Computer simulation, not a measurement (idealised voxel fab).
Process module heading - voxel self aligned vias
Square cell edge 5 nm, section width 180 nm, ID cut.
Heads up, the way a cross-section reads in here is a grid of square cells, handed over as bands from the top down, with every band being one or more rows of cells. Quick guide to a band line: top height, bottom height (nm) up front; then every material left to right with its width in nm. Only one material and it's marked "throughout"? Then it fills the band edge to edge. And "air" just means empty space. The level at which height equals 0 is the one under which the wafer, as it arrives, is entirely one material. No lower edge exists for the bottom band, which continues downward and is notated as in "0 -> down". Top row gets the first number, bottom row gets the second, and each row in between changes by the same step: that is how a band width like "30 to 40" works. You'll sometimes find "nothing altered" written for a step, and that's the way of saying that nowhere in the cross-section did a cell change during that step. The label "Entrapped void list" introduces a list of the empty spaces, 8 cells or larger, that have no open way up to the top; each entry in it reads width x height at distance, where the distance is taken from the left edge and all three are stated in nm. On each step's line, the part that comes after the settings is the simulator's own comment on the step. "overlay nm" denotes, for a step that has a mask, the displacement of the mask to the right of its planned place, with negative values corresponding to the left.

-- The process steps that were planned are listed below
1. RECEIVE,material Si
2. CONFORMAL_DEP,material SiO2,thk nm 15
3. CONFORMAL_DEP,material SiCN,thk nm 5
4. DIRECTIONAL_DEP,material lowk,thk nm 25
5. DIRECTIONAL_DEP,material aC,thk nm 10
6. PATTERN,tone open,mask id LINES,material resist,width nm 20,pitch nm 55,thk nm 25,overlay nm 0
7. DIRECTIONAL_ETCH,etch materials aC,depth nm 10
8. STRIP,etch materials resist
9. DIRECTIONAL_ETCH,etch materials lowk,depth nm 25
10. STRIP,etch materials aC
11. CONFORMAL_DEP,material TiN,thk nm 5
12. FILL_DEP,material Ru,thk nm 5
13. CMP,height nm 45
14. SELECTIVE_ETCH,etch materials W Ru TiN,depth nm 5
15. FILL_DEP,material SiN,thk nm 10
16. CMP,height nm 45
17. DIRECTIONAL_DEP,material lowk,thk nm 15
18. PATTERN,tone open,mask id VIAS,material resist,width nm 40,pitch nm 55,thk nm 15,overlay nm 0
19. DIRECTIONAL_ETCH,etch materials lowk,depth nm 15
20. DIRECTIONAL_ETCH,etch materials SiN,depth nm 5
21. STRIP,etch materials resist
22. CONFORMAL_DEP,material TiN,thk nm 5
23. FILL_DEP,material W,thk nm 10
24. CMP,height nm 60
25. CONFORMAL_DEP,material SiN,thk nm 5

-- Wafer as received: cross-section following step 1
* 0 -> down: Si throughout
* Entrapped void list: none

-- Wafer cross-section at end of module: start and plan as shown above, one execution error
* 65 -> 60: SiN throughout
* 60 -> 50: 15 of lowk; 5 of TiN; 30 of W; 5 of TiN; 15 of lowk; 5 of TiN; 30 of W; 5 of TiN; 15 of lowk; 5 of TiN; 30 of W; 5 of TiN; 15 of lowk
* 50 -> 45: 15 of lowk; 10 of TiN; 10 of W; 20 of TiN; 15 of lowk; 10 of TiN; 10 of W; 20 of TiN; 15 of lowk; 10 of TiN; 10 of W; 20 of TiN; 15 of lowk
* 45 -> 40: 20 of lowk; 20 of TiN; 35 of lowk; 20 of TiN; 35 of lowk; 20 of TiN; 30 of lowk
* 40 -> 25: 20 of lowk; 5 of TiN; 10 of Ru; 5 of TiN; 35 of lowk; 5 of TiN; 10 of Ru; 5 of TiN; 35 of lowk; 5 of TiN; 10 of Ru; 5 of TiN; 30 of lowk
* 25 -> 20: 20 of lowk; 20 of TiN; 35 of lowk; 20 of TiN; 35 of lowk; 20 of TiN; 30 of lowk
* 20 -> 15: SiCN throughout
* 15 -> 0: SiO2 throughout
* 0 -> down: Si throughout
* Entrapped void list: none
What went wrong in running the wafer? contrary to plan, step 6 was performed as PATTERN,tone open,mask id LINES,material resist,width nm 20,pitch nm 55,thk nm 25,overlay nm -5
